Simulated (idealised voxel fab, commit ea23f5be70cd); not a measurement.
The following is a process module called voxel released beams.
Cross-section cut spans 245 nm and uses square cells 5 nm in size.
Cross-section spec: square-cell grid; bands listed top down; each band is one or more rows. The entry gives the band's vertical extent as a top height and a bottom height in nm, then its horizontal make-up as materials from left to right, each with a width in nm. "blank" stands for empty space; a single material marked "throughout" fills the band edge to edge. Heads up on the height convention: 0 is the point under which the incoming wafer is all one material, and the lowest band has no bottom, it just keeps going down, like "0..down". Width spec "30->40" -> top row of cells at first value, bottom row at second value, equal per-row change in between. No cell of the cross-section changed in a step that is given as "no modifications". So "Catalogued sealed voids" is basically the list of trapped voids: any empty space of 8 cells or more that can't reach the top through an opening. They're written width x height at distance, the distance being from the left edge, and it's all nm. It should be noted that, on the line of a given step, the content following the step's settings is a remark produced by the simulator itself with respect to that step. The optional step-line setting "overlay nm" applies to steps with a mask and quantifies how far to the right of its planned location the mask lay, a negative value indicating leftward placement.
Process steps foreseen in the plan:
1) RECEIVE | material Si
2) CONFORMAL_DEP | material Al2O3 | thk nm 10
3) DIRECTIONAL_DEP | material SiO2 | thk nm 10
4) MASKED_ETCH | tone open | mask id ANCHOR | width nm 45 | etch materials SiO2 | depth nm 20 | overlay nm 0
5) CONFORMAL_DEP | material polySi | thk nm 15
6) MASKED_ETCH | tone cover | mask id BEAM | width nm 105 | etch materials polySi | depth nm 15 | overlay nm 0
7) STRIP | etch materials SiO2
The plan's step 3 thk nm is the first wafer's value; the wafers differ in this setting and start identical.
First wafer of several, as received: cross-section after step 1:
  0..down: Si throughout
  Catalogued sealed voids: none
First of several wafers: cross-section at the end of the module, after step 7, its last step:
  35..25: blank 65 / polySi 20 / blank 15 / polySi 70 / blank 75
  25..20: blank 65 / polySi 105 / blank 75
  20..10: blank 70 / polySi 45 / blank 130
  10..0: Al2O3 throughout
  0..down: Si throughout
  Catalogued sealed voids: none
End of module, last wafer sectioned:
  10..0: Al2O3 throughout
  0..down: Si throughout
  Catalogued sealed voids: none
The following table contains a row per wafer, in which are reported, at the conclusion of the module, the cells of each material gained (+) or lost (-) since the wafer's receipt, with its closed voids given thereafter:
thk nm 10; +98 Al2O3; +75 polySi; Catalogued sealed voids: none
thk nm 15; +98 Al2O3; +81 polySi; Catalogued sealed voids: none
thk nm 20; +98 Al2O3; +87 polySi; Catalogued sealed voids: none
thk nm 25; +98 Al2O3; Catalogued sealed voids: none
thk nm 30; +98 Al2O3; Catalogued sealed voids: none
thk nm 35; +98 Al2O3; Catalogued sealed voids: none
